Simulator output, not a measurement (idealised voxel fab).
Process module in this document: voxel wiring stack
300 nm wide, 5 nm square cells: that's cross-section cut.
In what follows, cross-sections appear as grids of square cells, described through bands that run from the top down, where every band is one or more rows of cells.
Look at the band entry: it leads with the top's height and the bottom's height in nm. Then it lists the materials left to right, with a width in nm for each. The word "throughout" on a single material says that material fills the band edge to edge. The word "air" is empty space.
We count height from 0. Below that, the starting wafer is all one material. The lowest band never ends at the bottom but goes on down; see "0 and below" for how that is written.
Read "30 to 40" as a graded width: first number on top, second number at the bottom, same change between each pair of neighbouring rows.
Step note "nothing changed" = no cross-section cell changed.
The entry titled "Enclosed cavities" provides the empty spaces that have no open way to the top, restricted to those of 8 cells or more. Each is presented as width x height at distance, the distance being measured from the left edge, with all three in nm.
On each step's line, the part that comes after the settings is the simulator's own comment on the step.
For masked steps, "overlay nm" on the step line gives how far right of plan the mask actually lay; a minus sign means it lay to the left.

SO HERE'S THE LINEUP OF PROCESS STEPS WE PLANNED
- 1: RECEIVE with material Si
- 2: CONFORMAL_DEP with material SiO2, thk nm 15
- 3: DIRECTIONAL_DEP with material TiN, thk nm 5
- 4: DIRECTIONAL_DEP with material W, thk nm 25
- 5: DIRECTIONAL_DEP with material aC, thk nm 15
- 6: PATTERN with tone cover, mask id METAL_1, material resist, width nm 20, pitch nm 35, thk nm 30, overlay nm 0
- 7: DIRECTIONAL_ETCH with etch materials aC, depth nm 15
- 8: STRIP with etch materials resist
- 9: DIRECTIONAL_ETCH with etch materials W, depth nm 25
- 10: DIRECTIONAL_ETCH with etch materials TiN, depth nm 5
- 11: STRIP with etch materials aC
- 12: FILL_DEP with material SiO2, thk nm 10
- 13: CMP with height nm 45
- 14: CONFORMAL_DEP with material SiCN, thk nm 5
- 15: DIRECTIONAL_DEP with material lowk, thk nm 20
- 16: PATTERN with tone open, mask id PLUG_1, material resist, width nm 15, thk nm 20, overlay nm 0
- 17: DIRECTIONAL_ETCH with etch materials lowk, depth nm 20
- 18: DIRECTIONAL_ETCH with etch materials SiCN, depth nm 5
- 19: STRIP with etch materials resist
- 20: EPI with material Ru, thk nm 10
- 21: EPI with material Ru, thk nm 10
- 22: EPI with material Ru, thk nm 5
- 23: DIRECTIONAL_DEP with material TiN, thk nm 5
- 24: DIRECTIONAL_DEP with material W, thk nm 25
- 25: DIRECTIONAL_DEP with material aC, thk nm 15
- 26: PATTERN with tone cover, mask id METAL_2, material resist, width nm 20, pitch nm 35, thk nm 35, overlay nm 0
- 27: DIRECTIONAL_ETCH with etch materials aC, depth nm 15
- 28: STRIP with etch materials resist
- 29: DIRECTIONAL_ETCH with etch materials W, depth nm 25
- 30: DIRECTIONAL_ETCH with etch materials TiN, depth nm 5
- 31: STRIP with etch materials aC
- 32: CONFORMAL_DEP with material SiN, thk nm 5
- 33: FILL_DEP with material SiO2, thk nm 5
- 34: CMP with height nm 100
- 35: CONFORMAL_DEP with material SiCN, thk nm 5
- 36: DIRECTIONAL_DEP with material SiO2, thk nm 20
- 37: PATTERN with tone open, mask id PLUG_2, material resist, width nm 15, thk nm 20, overlay nm 0
- 38: DIRECTIONAL_ETCH with etch materials SiO2, depth nm 20
- 39: DIRECTIONAL_ETCH with etch materials SiCN, depth nm 5
- 40: STRIP with etch materials resist
- 41: EPI with material Ru, thk nm 10
- 42: EPI with material Ru, thk nm 10
- 43: EPI with material Ru, thk nm 5
- 44: DIRECTIONAL_DEP with material TiN, thk nm 5
- 45: DIRECTIONAL_DEP with material Ru, thk nm 15
- 46: MASKED_ETCH with tone cover, mask id METAL_3, width nm 20, pitch nm 35, etch materials Ru, depth nm 15, overlay nm 0
- 47: MASKED_ETCH with tone cover, mask id METAL_3, width nm 20, pitch nm 35, etch materials TiN, depth nm 5, overlay nm 0
- 48: CONFORMAL_DEP with material SiCN, thk nm 5
- 49: FILL_DEP with material SiO2, thk nm 5
- 50: CMP with height nm 145
- 51: CONFORMAL_DEP with material SiCN, thk nm 5

DELIVERED WAFER IN CROSS-SECTION: STATE AFTER STEP 1
    0 and below: Si throughout
    Enclosed cavities: none

FIRST WAFER AT THE END, AS PLANNED
    150 down to 145: SiCN throughout
    145 down to 130: 115 of SiO2 | 5 of SiCN | 20 of Ru | 5 of SiCN | 5 of SiO2 | 5 of SiCN | 20 of Ru | 5 of SiCN | 120 of SiO2
    130 down to 125: 120 of SiCN | 20 of TiN | 15 of SiCN | 20 of TiN | 125 of SiCN
    125 down to 105: 120 of SiO2 | 15 of Ru | 165 of SiO2
    105 down to 100: 120 of SiCN | 15 of Ru | 165 of SiCN
    100 down to 75: 115 of SiO2 | 5 of SiN | 20 of W | 5 of SiN | 5 of SiO2 | 5 of SiN | 20 of W | 5 of SiN | 120 of SiO2
    75 down to 70: 120 of SiN | 20 of TiN | 15 of SiN | 20 of TiN | 125 of SiN
    70 down to 50: 120 of lowk | 15 of Ru | 165 of lowk
    50 down to 45: 120 of SiCN | 15 of Ru | 165 of SiCN
    45 down to 20: 120 of SiO2 | 20 of W | 15 of SiO2 | 20 of W | 125 of SiO2
    20 down to 15: 120 of SiO2 | 20 of TiN | 15 of SiO2 | 20 of TiN | 125 of SiO2
    15 down to 0: SiO2 throughout
    0 and below: Si throughout
    Enclosed cavities: none

SECOND WAFER THROUGH THE MODULE, SECTIONED AT THE END: SAME BEGINNING AND SAME PLAN AS THE FIRST WAFER, WITH ONE MISTAKE IN CARRYING IT OUT
    150 down to 145: SiCN throughout
    145 down to 140: 115 of SiO2 | 30 of SiCN | 5 of SiO2 | 30 of SiCN | 120 of SiO2
    140 down to 130: 115 of SiO2 | 5 of SiCN | 20 of Ru | 5 of SiCN | 5 of SiO2 | 5 of SiCN | 20 of Ru | 5 of SiCN | 120 of SiO2
    130 down to 125: 120 of SiCN | 20 of Ru | 15 of SiCN | 20 of Ru | 125 of SiCN
    125 down to 105: 120 of SiO2 | 15 of Ru | 165 of SiO2
    105 down to 100: 120 of SiCN | 15 of Ru | 165 of SiCN
    100 down to 75: 115 of SiO2 | 5 of SiN | 20 of W | 5 of SiN | 5 of SiO2 | 5 of SiN | 20 of W | 5 of SiN | 120 of SiO2
    75 down to 70: 120 of SiN | 20 of TiN | 15 of SiN | 20 of TiN | 125 of SiN
    70 down to 50: 120 of lowk | 15 of Ru | 165 of lowk
    50 down to 45: 120 of SiCN | 15 of Ru | 165 of SiCN
    45 down to 20: 120 of SiO2 | 20 of W | 15 of SiO2 | 20 of W | 125 of SiO2
    20 down to 15: 120 of SiO2 | 20 of TiN | 15 of SiO2 | 20 of TiN | 125 of SiO2
    15 down to 0: SiO2 throughout
    0 and below: Si throughout
    Enclosed cavities: none
In executing the process, a mistake was made relative to the plan: plan step 44 skipped
at the end the second wafer has, in cells: +8 SiCN | -8 TiN
